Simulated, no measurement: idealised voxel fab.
Process module under the name voxel spacer lines
cross-section cut | 240 nm wide | cells 5 nm
Square cells in a grid make up a cross-section in this document, and the grid is given as bands, listed from the top down, each one or more rows of cells.
For a band, the entry starts with two heights in nm, that of the top and then that of the bottom, and carries on with the band's materials in order from left to right, each alongside its width in nm; the word "full width" beside a single material means it fills the band edge to edge, and "empty" means empty space.
Height is counted from the level 0, under which the received wafer is composed throughout of one material. The lowest of the bands is not closed at the bottom but continues downward, in the notation "z 0 and below".
With a width like "30..40", each row of cells in the band differs from the next by the same amount, the top row carrying the first number and the bottom row the second.
Step note "nothing altered" = no cross-section cell changed.
"Closed internal voids" means: voids of 8 cells or more that are shut off from the top with no open way through. Written width x height at distance, distance from the left edge, in nm.
It should be noted that, on the line of a given step, the content following the step's settings is a remark produced by the simulator itself with respect to that step.
Among the settings permitted on a step's line is "overlay nm"; applied to a step with a mask, it specifies the extent to which the mask lay to the right of its planned position, whereas a negative figure signifies a position to the left.

Process steps (planned)
step 1: RECEIVE | material Si
step 2: CONFORMAL_DEP | material Al2O3 | thk nm 10
step 3: DIRECTIONAL_DEP | material polySi | thk nm 20
step 4: DIRECTIONAL_DEP | material aC | thk nm 30
step 5: PATTERN | tone cover | mask id MANDREL | material resist | width nm 15 | pitch nm 60 | thk nm 40 | overlay nm 0
step 6: DIRECTIONAL_ETCH | etch materials aC | depth nm 30
step 7: STRIP | etch materials resist
step 8: CONFORMAL_DEP | material SiO2 | thk nm 10
step 9: DIRECTIONAL_ETCH | etch materials SiO2 | depth nm 10
step 10: STRIP | etch materials aC
step 11: DIRECTIONAL_ETCH | etch materials polySi | depth nm 20
step 12: STRIP | etch materials SiO2
The wafers in this document start out alike and differ in the width nm applied at step 5; the plan shows the value used for the first wafer.

Here's the first of the wafers in cross-section, just as we got it, i.e. after step 1
* z 0 and below: Si full width
* Closed internal voids: none

Module end state after final step 12: cross-section of the first of several wafers
* z 30 to 10: 45 of empty  10 of polySi  15 of empty  10 of polySi  25 of empty  10 of polySi  15 of empty  10 of polySi  25 of empty  10 of polySi  15 of empty  10 of polySi  40 of empty
* z 10 to 0: Al2O3 full width
* z 0 and below: Si full width
* Closed internal voids: none

Last wafer x-sec, end of module
* z 30 to 10: 35 of empty  10 of polySi  35 of empty  10 of polySi  5 of empty  10 of polySi  35 of empty  10 of polySi  5 of empty  10 of polySi  35 of empty  10 of polySi  30 of empty
* z 10 to 0: Al2O3 full width
* z 0 and below: Si full width
* Closed internal voids: none

Here is how to read the rows: every wafer has a row, and it shows the wafer at the end of the module, giving for each material how many cells were gained (+) or lost (-) since the wafer was received, then listing its closed voids
width nm 15; +96 Al2O3; +48 polySi; Closed internal voids: none
width nm 20; +96 Al2O3; +48 polySi; Closed internal voids: none
width nm 25; +96 Al2O3; +48 polySi; Closed internal voids: none
width nm 30; +96 Al2O3; +48 polySi; Closed internal voids: none
width nm 35; +96 Al2O3; +48 polySi; Closed internal voids: none
